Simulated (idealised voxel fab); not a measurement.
Process module, titled voxel double patterning
We display cut, a cross-section 235 nm in width whose square cells are each 5 nm.
Bands, listed from the top down, are how a cross-section gets written in this document; the cross-section itself is a grid of square cells, and a band is one or more rows of them. Band: top and bottom heights (nm) first, top before bottom; then materials from left to right, widths in nm. "edge to edge" marks a sole material filling the band edge to edge. "empty" denotes empty space. Heights are expressed relative to 0, this being the level below which the as-received wafer comprises one material exclusively. The lowest band is unbounded in the downward direction and is denoted as in "0 down". When a width is written as two numbers, as in "30->40", the first number is the width in the top row of cells of the band and the second is the width in its bottom row, and the width changes by the same amount from each row to the next. Where a step carries "nothing altered", the cross-section came out of it unchanged, cell for cell. "Unvented internal voids" lists enclosed empty spaces (at least 8 cells, no open path upward to the top), each as width x height at distance from the left edge, in nm. It should be noted that, on the line of a given step, the content following the step's settings is a remark produced by the simulator itself with respect to that step. overlay nm: on a step with a mask, how far right of its planned place the mask lay; negative means left.

# The process steps that were planned are listed below
step 1: RECEIVE | material Si
step 2: CONFORMAL_DEP | material SiO2 | thk nm 10
step 3: DIRECTIONAL_DEP | material W | thk nm 15
step 4: DIRECTIONAL_DEP | material SiN | thk nm 10
step 5: MASKED_ETCH | tone open | mask id FIRST | width nm 15 | pitch nm 50 | etch materials SiN | depth nm 10 | overlay nm 0
step 6: DIRECTIONAL_DEP | material aC | thk nm 15
step 7: PATTERN | tone open | mask id SECOND | material resist | width nm 15 | pitch nm 50 | thk nm 35 | overlay nm 0
step 8: DIRECTIONAL_ETCH | etch materials aC | depth nm 15
step 9: STRIP | etch materials resist
step 10: DIRECTIONAL_ETCH | etch materials SiN | depth nm 10
step 11: STRIP | etch materials aC
step 12: DIRECTIONAL_ETCH | etch materials W | depth nm 15
step 13: STRIP | etch materials SiN

# Wafer as received: cross-section following step 1
* 0 down: Si edge to edge
* Unvented internal voids: none

# Post-module cross-section of the first of two wafers (run per plan)
* 25 to 10: W 60, empty 15, W 10, empty 15, W 10, empty 15, W 10, empty 15, W 10, empty 15, W 60
* 10 to 0: SiO2 edge to edge
* 0 down: Si edge to edge
* Unvented internal voids: none

# So this is wafer number two of the two, cut at the end of the module - it started where the first did and had the same plan, we just got one thing wrong running it
* 40 to 25: W 60, empty 15, W 10, empty 15, W 10, empty 15, W 10, empty 15, W 10, empty 15, W 60
* 25 to 10: W edge to edge
* 10 to 0: SiO2 edge to edge
* 0 down: Si edge to edge
* Unvented internal voids: none
What was done differently from what was planned? plan step 3 was conducted twice
Upon completion, the second wafer contains, in terms of cells, a greater or smaller amount of certain materials than the first wafer: 141 more of W
